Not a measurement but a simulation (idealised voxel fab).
process module | voxel released beams
cross-section cut | 225 nm wide | cells 5 nm
A cross-section is a grid of square cells, given in bands from the top down. A band is one or more rows of cells.
Each band's line starts with the height of the band's top and of its bottom, in nm. Then come its materials from left to right, each with its width in nm. One material with "throughout" fills the band from edge to edge. "air" is empty space.
Height 0 is the level under which the wafer as received is all one material. The lowest band goes on downwards, as in "0 down".
A width such as "30 to 40" changes by the same amount from each row of cells to the next, from the band's top row to its bottom row.
"no change" after a step means that no cell of the cross-section changed.
closed voids: empty space of 8 cells or more with no open way to the top, each as width x height at its distance from the left edge, in nm
after a step's settings: what the simulator itself notes on the step
overlay nm, on a step with a mask: how far to the right of its planned place the mask lay; to the left if negative
plan
1 op RECEIVE | material Si
2 op CONFORMAL_DEP | material Al2O3 | thk nm 10
3 op DIRECTIONAL_DEP | material SiO2 | thk nm 20
4 op DIRECTIONAL_DEP | material aC | thk nm 15
5 op PATTERN | tone open | mask id ANCHOR | material resist | width nm 45 | thk nm 35 | overlay nm 0
6 op DIRECTIONAL_ETCH | etch materials aC | depth nm 15
7 op STRIP | etch materials resist
8 op DIRECTIONAL_ETCH | etch materials SiO2 | depth nm 10
9 op STRIP | etch materials aC
10 op CONFORMAL_DEP | material polySi | thk nm 15
11 op PATTERN | tone cover | mask id BEAM | material resist | width nm 120 | thk nm 20 | overlay nm 0
12 op DIRECTIONAL_ETCH | etch materials polySi | depth nm 15
13 op STRIP | etch materials resist
14 op STRIP | etch materials SiO2
varied across the wafers: depth nm of step 8. The plan shows the first wafer's value. All wafers start alike
first wafer as received, after step 1
  0 down: Si throughout
  closed voids: none
each wafer at the end: cells of each material gained (+) or lost (-) since it was received, then its closed voids
depth nm 10 | +90 Al2O3 | closed voids: none
depth nm 15 | +90 Al2O3 | closed voids: none
depth nm 20 | +90 Al2O3 | +96 polySi | closed voids: none
depth nm 25 | +90 Al2O3 | +96 polySi | closed voids: none
depth nm 30 | +90 Al2O3 | +96 polySi | closed voids: none
depth nm 35 | +90 Al2O3 | +96 polySi | closed voids: none
